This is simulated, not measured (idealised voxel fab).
Process module under the name voxel tone inversion
We display cut, a cross-section 250 nm in width whose square cells are each 5 nm.
Notation: cross-section as square-cell grid; stated in bands, top first, going down; one or more cell rows per band. Basically the band line says how high the top is and how high the bottom is, in nm, and then what's in it from left to right, every material with its width in nm. Empty space shows up as "blank", and if a single material carries "everywhere" it runs the full band edge to edge. Counting heights begins at 0, where everything beneath is, in the wafer as received, one material. The lowest band has no bottom; it goes on downwards, as "0 nm and below" shows. Per-row width for "30..40": begins at first number (top row of band), ends at second number (bottom row), increment between rows held constant. "no change" for a step: no cell of the cross-section changed in that step. You'll see "Sealed cavities" listing empty spaces that have no way open to the top, as long as they're 8 cells or more; the notation is width x height at distance, where the distance is from the left edge, and all of it is in nm. On each step's line, the part that comes after the settings is the simulator's own comment on the step. Each step line may optionally specify "overlay nm", which for a step with a mask gives the rightward distance between the mask's planned place and where it lay, a negative value indicating the leftward direction.
The process steps that were planned are listed below:
1: RECEIVE, material Si
2: CONFORMAL_DEP, material SiN, thk nm 10
3: DIRECTIONAL_DEP, material polySi, thk nm 25
4: PATTERN, tone cover, mask id POSTS, material resist, width nm 15, pitch nm 45, thk nm 35, overlay nm 0
5: DIRECTIONAL_ETCH, etch materials polySi, depth nm 25
6: STRIP, etch materials resist
7: FILL_DEP, material SiO2, thk nm 10
8: CMP, height nm 35
9: STRIP, etch materials polySi
10: CONFORMAL_DEP, material TiN, thk nm 5
11: FILL_DEP, material Ru, thk nm 10
12: CMP, height nm 35
13: CONFORMAL_DEP, material SiN, thk nm 5
As received, after step 1:
> 0 nm and below: Si everywhere
> Sealed cavities: none
Cross-sectional result after module completion. Note: starting condition and plan are unchanged from above; one processing mistake was made:
> 40 nm to 35 nm: SiN everywhere
> 35 nm to 15 nm: 65 of SiO2 | 5 of TiN | 5 of Ru | 5 of TiN | 30 of SiO2 | 5 of TiN | 5 of Ru | 5 of TiN | 30 of SiO2 | 5 of TiN | 5 of Ru | 5 of TiN | 80 of SiO2
> 15 nm to 10 nm: 65 of SiO2 | 15 of TiN | 30 of SiO2 | 15 of TiN | 30 of SiO2 | 15 of TiN | 80 of SiO2
> 10 nm to 0 nm: SiN everywhere
> 0 nm and below: Si everywhere
> Sealed cavities: none
Which mistake was made when the wafer was run? step 4 deviated from plan and actually ran as PATTERN, tone cover, mask id POSTS, material resist, width nm 15, pitch nm 45, thk nm 35, overlay nm -5
